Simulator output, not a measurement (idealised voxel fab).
process module | voxel transistor to metal
cross-section cut | 185 nm wide | cells 5 nm
A cross-section is a grid of square cells, given in bands from the top down. A band is one or more rows of cells.
Each band's line starts with the height of the band's top and of its bottom, in nm. Then come its materials from left to right, each with its width in nm. One material with "throughout" fills the band from edge to edge. "air" is empty space.
Height 0 is the level under which the wafer as received is all one material. The lowest band goes on downwards, as in "0 down".
A width such as "30 to 40" changes by the same amount from each row of cells to the next, from the band's top row to its bottom row.
"no change" after a step means that no cell of the cross-section changed.
closed voids: empty space of 8 cells or more with no open way to the top, each as width x height at its distance from the left edge, in nm
after a step's settings: what the simulator itself notes on the step
overlay nm, on a step with a mask: how far to the right of its planned place the mask lay; to the left if negative
plan
1 op RECEIVE | material Si
2 op OXIDIZE | depth nm 5
3 op CONFORMAL_DEP | material SiN | thk nm 10
4 op MASKED_ETCH | tone cover | mask id ACTIVE | width nm 105 | etch materials SiN | depth nm 10 | overlay nm 0
5 op MASKED_ETCH | tone cover | mask id ACTIVE | width nm 105 | etch materials SiO2 | depth nm 5 | overlay nm 0
6 op MASKED_ETCH | tone cover | mask id ACTIVE | width nm 105 | etch materials Si | depth nm 35 | overlay nm 0
7 op FILL_DEP | material SiO2 | thk nm 10
8 op CMP | height nm 10
9 op SELECTIVE_ETCH | etch materials SiO2 | depth nm 10
10 op STRIP | etch materials SiN
11 op SELECTIVE_ETCH | etch materials SiO2 | depth nm 5
12 op OXIDIZE | depth nm 5
13 op DIRECTIONAL_DEP | material polySi | thk nm 25
14 op DIRECTIONAL_DEP | material SiCN | thk nm 10
15 op MASKED_ETCH | tone cover | mask id GATE | width nm 15 | etch materials SiCN | depth nm 20 | overlay nm 0
16 op MASKED_ETCH | tone cover | mask id GATE | width nm 15 | etch materials polySi | depth nm 35 | overlay nm 0
17 op CONFORMAL_DEP | material SiO2 | thk nm 5
18 op DIRECTIONAL_ETCH | etch materials SiO2 | depth nm 5
19 op CONFORMAL_DEP | material SiN | thk nm 10
20 op DIRECTIONAL_ETCH | etch materials SiN | depth nm 10
21 op DIRECTIONAL_ETCH | etch materials SiO2 | depth nm 5
22 op EPI | material SiGe | thk nm 5
23 op FILL_DEP | material SiO2 | thk nm 10
24 op CMP | height nm 30
25 op DIRECTIONAL_DEP | material SiO2 | thk nm 10
26 op DIRECTIONAL_DEP | material aC | thk nm 10
27 op PATTERN | tone open | mask id CONTACT | material resist | width nm 35 | pitch nm 60 | thk nm 25 | overlay nm 0
28 op DIRECTIONAL_ETCH | etch materials aC | depth nm 10
29 op STRIP | etch materials resist
30 op DIRECTIONAL_ETCH | etch materials SiO2 | depth nm 45
31 op STRIP | etch materials aC
32 op CONFORMAL_DEP | material TiN | thk nm 5
33 op FILL_DEP | material Ru | thk nm 10
34 op CMP | height nm 40
35 op CONFORMAL_DEP | material SiN | thk nm 5
36 op DIRECTIONAL_DEP | material SiO2 | thk nm 15
37 op MASKED_ETCH | tone open | mask id METAL_1 | width nm 20 | pitch nm 75 | etch materials SiO2 | depth nm 15 | overlay nm 0
38 op MASKED_ETCH | tone open | mask id METAL_1 | width nm 20 | pitch nm 75 | etch materials SiN | depth nm 5 | overlay nm 0
39 op CONFORMAL_DEP | material TiN | thk nm 5
40 op FILL_DEP | material Ru | thk nm 10
41 op CMP | height nm 60
42 op CONFORMAL_DEP | material SiCN | thk nm 5
43 op DIRECTIONAL_DEP | material SiO2 | thk nm 30
44 op MASKED_ETCH | tone open | mask id METAL_2 | width nm 20 | pitch nm 75 | etch materials SiO2 | depth nm 15 | overlay nm 0
45 op PATTERN | tone open | mask id METAL_2_HOLES | material resist | width nm 15 | pitch nm 75 | thk nm 20 | overlay nm 0
46 op DIRECTIONAL_ETCH | etch materials SiO2 | depth nm 15
47 op DIRECTIONAL_ETCH | etch materials SiCN | depth nm 5
48 op STRIP | etch materials resist
49 op CONFORMAL_DEP | material TiN | thk nm 5
50 op FILL_DEP | material Ru | thk nm 5
51 op CMP | height nm 95
52 op CONFORMAL_DEP | material SiN | thk nm 5
as received, after step 1
  0 down: Si throughout
  closed voids: none
first wafer at the end, as planned
  100 to 95: SiN throughout
  95 to 85: SiO2 45 | TiN 5 | Ru 10 | TiN 5 | SiO2 55 | TiN 5 | Ru 10 | TiN 5 | SiO2 45
  85 to 80: SiO2 45 | TiN 5 | Ru 5 | TiN 10 | SiO2 55 | TiN 5 | Ru 5 | TiN 10 | SiO2 45
  80 to 65: SiO2 45 | TiN 5 | Ru 5 | TiN 5 | SiO2 60 | TiN 5 | Ru 5 | TiN 5 | SiO2 50
  65 to 60: SiCN 45 | TiN 15 | SiCN 60 | TiN 15 | SiCN 50
  60 to 45: SiO2 45 | TiN 5 | Ru 10 | TiN 5 | SiO2 55 | TiN 5 | Ru 10 | TiN 5 | SiO2 45
  45 to 40: SiN 45 | TiN 20 | SiN 55 | TiN 20 | SiN 45
  40 to 30: SiO2 45 | TiN 5 | Ru 25 to 15 | TiN 5 to 15 | SiO2 25 | TiN 5 to 15 | Ru 25 to 15 | TiN 5 | SiO2 45
  30 to 20: SiO2 45 | TiN 5 | Ru 15 | TiN 5 | SiN 10 | SiO2 5 | SiCN 15 | SiO2 5 | SiN 10 | TiN 5 | Ru 15 | TiN 5 | SiO2 45
  20 to 0: SiO2 45 | TiN 5 | Ru 15 | TiN 5 | SiN 10 | SiO2 5 | polySi 15 | SiO2 5 | SiN 10 | TiN 5 | Ru 15 | TiN 5 | SiO2 45
  0 to -5: SiO2 45 | TiN 25 | SiN 10 | SiO2 5 | polySi 15 | SiO2 5 | SiN 10 | TiN 25 | SiO2 45
  -5 to -10: SiO2 35 | SiGe 35 | SiO2 45 | SiGe 35 | SiO2 35
  -10 to -40: SiO2 40 | Si 105 | SiO2 40
  -40 down: Si throughout
  closed voids: none
second wafer at the end: like start, like plan, one mistake
  100 to 95: SiN throughout
  95 to 85: SiO2 40 | TiN 5 | Ru 15 | TiN 5 | SiO2 50 | TiN 5 | Ru 15 | TiN 5 | SiO2 45
  85 to 80: SiO2 40 | TiN 25 | SiO2 50 | TiN 25 | SiO2 45
  80 to 65: SiO2 45 | TiN 10 | SiO2 65 | TiN 10 | SiO2 55
  65 to 60: SiCN 45 | TiN 10 | SiCN 65 | TiN 10 | SiCN 55
  60 to 45: SiO2 45 | TiN 5 | Ru 10 | TiN 5 | SiO2 55 | TiN 5 | Ru 10 | TiN 5 | SiO2 45
  45 to 40: SiN 45 | TiN 20 | SiN 55 | TiN 20 | SiN 45
  40 to 30: SiO2 45 | TiN 5 | Ru 25 to 15 | TiN 5 to 15 | SiO2 25 | TiN 5 to 15 | Ru 25 to 15 | TiN 5 | SiO2 45
  30 to 20: SiO2 45 | TiN 5 | Ru 15 | TiN 5 | SiN 10 | SiO2 5 | SiCN 15 | SiO2 5 | SiN 10 | TiN 5 | Ru 15 | TiN 5 | SiO2 45
  20 to 0: SiO2 45 | TiN 5 | Ru 15 | TiN 5 | SiN 10 | SiO2 5 | polySi 15 | SiO2 5 | SiN 10 | TiN 5 | Ru 15 | TiN 5 | SiO2 45
  0 to -5: SiO2 45 | TiN 25 | SiN 10 | SiO2 5 | polySi 15 | SiO2 5 | SiN 10 | TiN 25 | SiO2 45
  -5 to -10: SiO2 35 | SiGe 35 | SiO2 45 | SiGe 35 | SiO2 35
  -10 to -40: SiO2 40 | Si 105 | SiO2 40
  -40 down: Si throughout
  closed voids: none
what went wrong: step 45 ran as: op PATTERN | tone open | mask id METAL_2_HOLES | material resist | width nm 15 | pitch nm 75 | thk nm 20 | overlay nm -5
at the end the second wafer has, in cells: 4 fewer of Ru | 2 more of SiCN | 2 more of TiN
